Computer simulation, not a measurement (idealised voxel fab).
Process module heading - voxel transistor to metal
The cross-section on display is named cut; it measures 295 nm wide, and its cells are 5 nm squares.
If you're reading a cross-section in this doc, picture square cells in a grid; it comes to you as bands, top ones listed first down to the bottom, and a band can be one or more rows of cells. What a band's entry tells you: where the top is and where the bottom is, as heights in nm, and after that what lies inside, material by material from left to right, each with its width in nm. Empty space is written as the word "empty", and a single material marked with the word "full width" occupies the band from edge to edge. Heights from 0 (as-received wafer is one material below). Bottom band endless downward, as "0 -> down". Note: "30 to 40" means the width goes from the first number (top row of the band) to the second number (bottom row) in equal steps per row of cells. Step note "no alteration" = no cross-section cell changed. In "Enclosed cavities" the enclosed voids are listed, meaning empty spaces of 8 cells or larger without any opening to the top. The form is width x height at distance, distance from the left edge, units nm. Note: text after step settings on the step line = simulator remark on that step. The line of a step may include "overlay nm". On a step with a mask, this value is how far to the right of its planned place the mask lay. A negative value means the mask lay to the left.
SO HERE'S THE LINEUP OF PROCESS STEPS WE PLANNED
| 1 | RECEIVE: material Si |
| 2 | OXIDIZE: depth nm 5 |
| 3 | CONFORMAL_DEP: material SiN, thk nm 10 |
| 4 | MASKED_ETCH: tone cover, mask id ACTIVE, width nm 90, pitch nm 110, etch materials SiN, depth nm 10, overlay nm 0 |
| 5 | MASKED_ETCH: tone cover, mask id ACTIVE, width nm 90, pitch nm 110, etch materials SiO2, depth nm 5, overlay nm 0 |
| 6 | MASKED_ETCH: tone cover, mask id ACTIVE, width nm 90, pitch nm 110, etch materials Si, depth nm 25, overlay nm 0 |
| 7 | FILL_DEP: material SiO2, thk nm 15 |
| 8 | CMP: height nm 10 |
| 9 | SELECTIVE_ETCH: etch materials SiO2, depth nm 10 |
| 10 | STRIP: etch materials SiN |
| 11 | SELECTIVE_ETCH: etch materials SiO2, depth nm 5 |
| 12 | OXIDIZE: depth nm 5 |
| 13 | DIRECTIONAL_DEP: material polySi, thk nm 25 |
| 14 | DIRECTIONAL_DEP: material SiCN, thk nm 10 |
| 15 | MASKED_ETCH: tone cover, mask id GATE, width nm 20, pitch nm 110, etch materials SiCN, depth nm 20, overlay nm 0 |
| 16 | MASKED_ETCH: tone cover, mask id GATE, width nm 20, pitch nm 110, etch materials polySi, depth nm 35, overlay nm 0 |
| 17 | CONFORMAL_DEP: material SiO2, thk nm 5 |
| 18 | DIRECTIONAL_ETCH: etch materials SiO2, depth nm 5 |
| 19 | CONFORMAL_DEP: material SiN, thk nm 10 |
| 20 | DIRECTIONAL_ETCH: etch materials SiN, depth nm 10 |
| 21 | DIRECTIONAL_ETCH: etch materials SiO2, depth nm 5 |
| 22 | DIRECTIONAL_ETCH: etch materials Si, depth nm 5 |
| 23 | EPI: material SiGe, thk nm 10 |
| 24 | FILL_DEP: material SiO2, thk nm 5 |
| 25 | CMP: height nm 30 |
| 26 | DIRECTIONAL_DEP: material SiO2, thk nm 10 |
| 27 | PATTERN: tone open, mask id CONTACT, material resist, width nm 15, thk nm 20, overlay nm 0 |
| 28 | DIRECTIONAL_ETCH: etch materials SiO2, depth nm 45 |
| 29 | STRIP: etch materials resist |
| 30 | CONFORMAL_DEP: material TiN, thk nm 5 |
| 31 | FILL_DEP: material W, thk nm 5 |
| 32 | CMP: height nm 40 |
| 33 | DIRECTIONAL_DEP: material TiN, thk nm 5 |
| 34 | DIRECTIONAL_DEP: material Ru, thk nm 25 |
| 35 | MASKED_ETCH: tone cover, mask id METAL_1, width nm 15, etch materials Ru, depth nm 25, overlay nm 0 |
| 36 | MASKED_ETCH: tone cover, mask id METAL_1, width nm 15, etch materials TiN, depth nm 5, overlay nm 0 |
| 37 | FILL_DEP: material SiO2, thk nm 5 |
| 38 | CMP: height nm 70 |
| 39 | CONFORMAL_DEP: material SiCN, thk nm 5 |
| 40 | DIRECTIONAL_DEP: material SiO2, thk nm 30 |
| 41 | DIRECTIONAL_DEP: material aC, thk nm 10 |
| 42 | PATTERN: tone open, mask id METAL_2, material resist, width nm 15, pitch nm 110, thk nm 25, overlay nm 0 |
| 43 | DIRECTIONAL_ETCH: etch materials aC, depth nm 10 |
| 44 | STRIP: etch materials resist |
| 45 | DIRECTIONAL_ETCH: etch materials SiO2, depth nm 15 |
| 46 | STRIP: etch materials aC |
| 47 | MASKED_ETCH: tone open, mask id METAL_2_HOLES, width nm 15, pitch nm 110, etch materials SiO2, depth nm 15, overlay nm 0 |
| 48 | MASKED_ETCH: tone open, mask id METAL_2_HOLES, width nm 15, pitch nm 110, etch materials SiCN, depth nm 5, overlay nm 0 |
| 49 | CONFORMAL_DEP: material TiN, thk nm 5 |
| 50 | FILL_DEP: material Ru, thk nm 10 |
| 51 | CMP: height nm 105 |
| 52 | CONFORMAL_DEP: material SiN, thk nm 5 |
WAFER AT RECEIPT (POST STEP 1), CROSS-SECTION
* 0 -> down = Si full width
* Enclosed cavities: none
CROSS-SECTIONAL VIEW OF THE FIRST OF THE TWO WAFERS UPON COMPLETION OF THE MODULE, PROCESSED IN ACCORDANCE WITH THE PLAN
* 110 -> 105 = SiN full width
* 105 -> 75 = SiO2 (50)  TiN (5)  Ru (5)  TiN (5)  SiO2 (95)  TiN (5)  Ru (5)  TiN (5)  SiO2 (120)
* 75 -> 70 = SiCN (50)  TiN (15)  SiCN (95)  TiN (15)  SiCN (120)
* 70 -> 45 = SiO2 (50)  Ru (15)  SiO2 (50)  Ru (15)  SiO2 (30)  Ru (15)  SiO2 (50)  Ru (15)  SiO2 (55)
* 45 -> 40 = SiO2 (50)  TiN (15)  SiO2 (50)  TiN (15)  SiO2 (30)  TiN (15)  SiO2 (50)  TiN (15)  SiO2 (55)
* 40 -> 30 = SiO2 (50)  TiN (5)  W (5)  TiN (5)  SiO2 (50)  TiN (5)  W (5)  TiN (5)  SiO2 (30)  TiN (5)  W (5)  TiN (5)  SiO2 (50)  TiN (5)  W (5)  TiN (5)  SiO2 (55)
* 30 -> 20 = SiO2 (50)  TiN (5)  W (5)  TiN (5)  SiN (10)  SiO2 (5)  SiCN (20)  SiO2 (5)  SiN (10)  TiN (5)  W (5)  TiN (5)  SiO2 (30)  TiN (5)  W (5)  TiN (5)  SiN (10)  SiO2 (5)  SiCN (20)  SiO2 (5)  SiN (10)  TiN (5)  W (5)  TiN (5)  SiO2 (55)
* 20 -> 5 = SiO2 (50)  TiN (5)  W (5)  TiN (5)  SiN (10)  SiO2 (5)  polySi (20)  SiO2 (5)  SiN (10)  TiN (5)  W (5)  TiN (5)  SiO2 (30)  TiN (5)  W (5)  TiN (5)  SiN (10)  SiO2 (5)  polySi (20)  SiO2 (5)  SiN (10)  TiN (5)  W (5)  TiN (5)  SiO2 (55)
* 5 -> 0 = SiO2 (50)  TiN (15)  SiN (10)  SiO2 (5)  polySi (20)  SiO2 (5)  SiN (10)  TiN (15)  SiO2 (30)  TiN (15)  SiN (10)  SiO2 (5)  polySi (20)  SiO2 (5)  SiN (10)  TiN (15)  SiO2 (55)
* 0 -> -5 = SiO2 (50)  TiN (5)  SiGe (10)  SiN (10)  SiO2 (5)  polySi (20)  SiO2 (5)  SiN (10)  SiGe (10)  TiN (5)  SiO2 (30)  TiN (5)  SiGe (10)  SiN (10)  SiO2 (5)  polySi (20)  SiO2 (5)  SiN (10)  SiGe (10)  TiN (5)  SiO2 (55)
* -5 -> -10 = SiO2 (40)  SiGe (25)  SiO2 (50)  SiGe (25)  SiO2 (10)  SiGe (25)  SiO2 (50)  SiGe (25)  SiO2 (45)
* -10 -> -15 = SiO2 (45)  SiGe (20)  Si (50)  SiGe (20)  SiO2 (20)  SiGe (20)  Si (50)  SiGe (20)  SiO2 (50)
* -15 -> -30 = SiO2 (45)  Si (90)  SiO2 (20)  Si (90)  SiO2 (50)
* -30 -> down = Si full width
* Enclosed cavities: none
MODULE END: CROSS-SECTION OF WAFER TWO OF TWO. SAME START AND PROCESS PLAN AS THE FIRST WAFER. ONE MISTAKE DURING EXECUTION
* 110 -> 105 = SiN full width
* 105 -> 75 = SiO2 (50)  TiN (5)  Ru (5)  TiN (5)  SiO2 (95)  TiN (5)  Ru (5)  TiN (5)  SiO2 (120)
* 75 -> 70 = SiCN (50)  TiN (15)  SiCN (95)  TiN (15)  SiCN (120)
* 70 -> 45 = SiO2 (50)  Ru (15)  SiO2 (50)  Ru (15)  SiO2 (30)  Ru (15)  SiO2 (50)  Ru (15)  SiO2 (55)
* 45 -> 40 = SiO2 (50)  TiN (15)  SiO2 (50)  TiN (15)  SiO2 (30)  TiN (15)  SiO2 (50)  TiN (15)  SiO2 (55)
* 40 -> 30 = SiO2 (50)  TiN (5)  polySi (5)  TiN (5)  SiO2 (50)  TiN (5)  polySi (5)  TiN (5)  SiO2 (30)  TiN (5)  polySi (5)  TiN (5)  SiO2 (50)  TiN (5)  polySi (5)  TiN (5)  SiO2 (55)
* 30 -> 20 = SiO2 (50)  TiN (5)  polySi (5)  TiN (5)  SiN (10)  SiO2 (5)  SiCN (20)  SiO2 (5)  SiN (10)  TiN (5)  polySi (5)  TiN (5)  SiO2 (30)  TiN (5)  polySi (5)  TiN (5)  SiN (10)  SiO2 (5)  SiCN (20)  SiO2 (5)  SiN (10)  TiN (5)  polySi (5)  TiN (5)  SiO2 (55)
* 20 -> 5 = SiO2 (50)  TiN (5)  polySi (5)  TiN (5)  SiN (10)  SiO2 (5)  polySi (20)  SiO2 (5)  SiN (10)  TiN (5)  polySi (5)  TiN (5)  SiO2 (30)  TiN (5)  polySi (5)  TiN (5)  SiN (10)  SiO2 (5)  polySi (20)  SiO2 (5)  SiN (10)  TiN (5)  polySi (5)  TiN (5)  SiO2 (55)
* 5 -> 0 = SiO2 (50)  TiN (15)  SiN (10)  SiO2 (5)  polySi (20)  SiO2 (5)  SiN (10)  TiN (15)  SiO2 (30)  TiN (15)  SiN (10)  SiO2 (5)  polySi (20)  SiO2 (5)  SiN (10)  TiN (15)  SiO2 (55)
* 0 -> -5 = SiO2 (50)  TiN (5)  SiGe (10)  SiN (10)  SiO2 (5)  polySi (20)  SiO2 (5)  SiN (10)  SiGe (10)  TiN (5)  SiO2 (30)  TiN (5)  SiGe (10)  SiN (10)  SiO2 (5)  polySi (20)  SiO2 (5)  SiN (10)  SiGe (10)  TiN (5)  SiO2 (55)
* -5 -> -10 = SiO2 (40)  SiGe (25)  SiO2 (50)  SiGe (25)  SiO2 (10)  SiGe (25)  SiO2 (50)  SiGe (25)  SiO2 (45)
* -10 -> -15 = SiO2 (45)  SiGe (20)  Si (50)  SiGe (20)  SiO2 (20)  SiGe (20)  Si (50)  SiGe (20)  SiO2 (50)
* -15 -> -30 = SiO2 (45)  Si (90)  SiO2 (20)  Si (90)  SiO2 (50)
* -30 -> down = Si full width
* Enclosed cavities: none
Where did the run depart from the plan? step 31 ran as: FILL_DEP: material polySi, thk nm 5
The final cell counts differ between the wafers, with the second having more or fewer of some materials than the first: W: 28 fewer | polySi: 28 more
